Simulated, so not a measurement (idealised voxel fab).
voxel tone inversion: a process module
Xsec cut, 260 nm wide, square cell size 5 nm.
In what follows, cross-sections appear as grids of square cells, described through bands that run from the top down, where every band is one or more rows of cells.
Per band: top height and bottom height in nm, followed by the left-to-right materials and their widths in nm; "everywhere" marks a single material spanning edge to edge, "blank" marks empty space.
We count height from 0. Below that, the starting wafer is all one material. The lowest band never ends at the bottom but goes on down; see "z 0 and below" for how that is written.
When a width is written as two numbers, as in "30 to 40", the first number is the width in the top row of cells of the band and the second is the width in its bottom row, and the width changes by the same amount from each row to the next.
The designation "no modifications", where it is given for a processing step, indicates that no cell of the cross-section was altered in the course of that step.
Empty spaces counting at least 8 cells and having no open way to the top are listed in "Trapped void list". The notation width x height at distance is used for each, the distance being from the left edge and all three values in nm.
That trailing text on a step's line, after the settings, is the simulator's own remark on the step.
If you see "overlay nm" on a step's line and that step has a mask, it's telling you how far right of where it was planned the mask ended up; a negative number means it went left instead.

Here's what the planned process steps look like:
step 1: RECEIVE | material Si
step 2: CONFORMAL_DEP | material SiCN | thk nm 5
step 3: DIRECTIONAL_DEP | material aC | thk nm 25
step 4: PATTERN | tone cover | mask id POSTS | material resist | width nm 15 | pitch nm 45 | thk nm 30 | overlay nm 0
step 5: DIRECTIONAL_ETCH | etch materials aC | depth nm 25
step 6: STRIP | etch materials resist
step 7: FILL_DEP | material SiO2 | thk nm 10
step 8: CMP | height nm 30
step 9: STRIP | etch materials aC
step 10: CONFORMAL_DEP | material TiN | thk nm 5
step 11: FILL_DEP | material Ru | thk nm 10
step 12: CMP | height nm 30
step 13: CONFORMAL_DEP | material SiCN | thk nm 5

As received, after step 1:
  z 0 and below = Si everywhere
  Trapped void list: none

First wafer at the end, as planned:
  z 35 to 30 = SiCN everywhere
  z 30 to 10 = 75 of SiO2 / 5 of TiN / 5 of Ru / 5 of TiN / 30 of SiO2 / 5 of TiN / 5 of Ru / 5 of TiN / 30 of SiO2 / 5 of TiN / 5 of Ru / 5 of TiN / 80 of SiO2
  z 10 to 5 = 75 of SiO2 / 15 of TiN / 30 of SiO2 / 15 of TiN / 30 of SiO2 / 15 of TiN / 80 of SiO2
  z 5 to 0 = SiCN everywhere
  z 0 and below = Si everywhere
  Trapped void list: none

Cross-sectional view of the second of two wafers upon completion of the module. This wafer shared its starting condition and process plan with the first; one error was made during its execution:
  z 35 to 30 = SiCN everywhere
  z 30 to 10 = 75 of SiO2 / 5 of TiN / 5 of Ru / 5 of TiN / 30 of SiO2 / 5 of TiN / 5 of Ru / 5 of TiN / 30 of SiO2 / 5 of TiN / 5 of Ru / 5 of TiN / 80 of SiO2
  z 10 to 5 = 75 of SiO2 / 15 of TiN / 30 of SiO2 / 15 of TiN / 30 of SiO2 / 15 of TiN / 80 of SiO2
  z 5 to 0 = Ru everywhere
  z 0 and below = Si everywhere
  Trapped void list: none
what went wrong: step 2 was run on a setting that differed from the plan, and what really ran there is CONFORMAL_DEP | material Ru | thk nm 5
Final comparison by cell count, materials where the second wafer has more or fewer than the first: Ru: 52 more, SiCN: 52 fewer
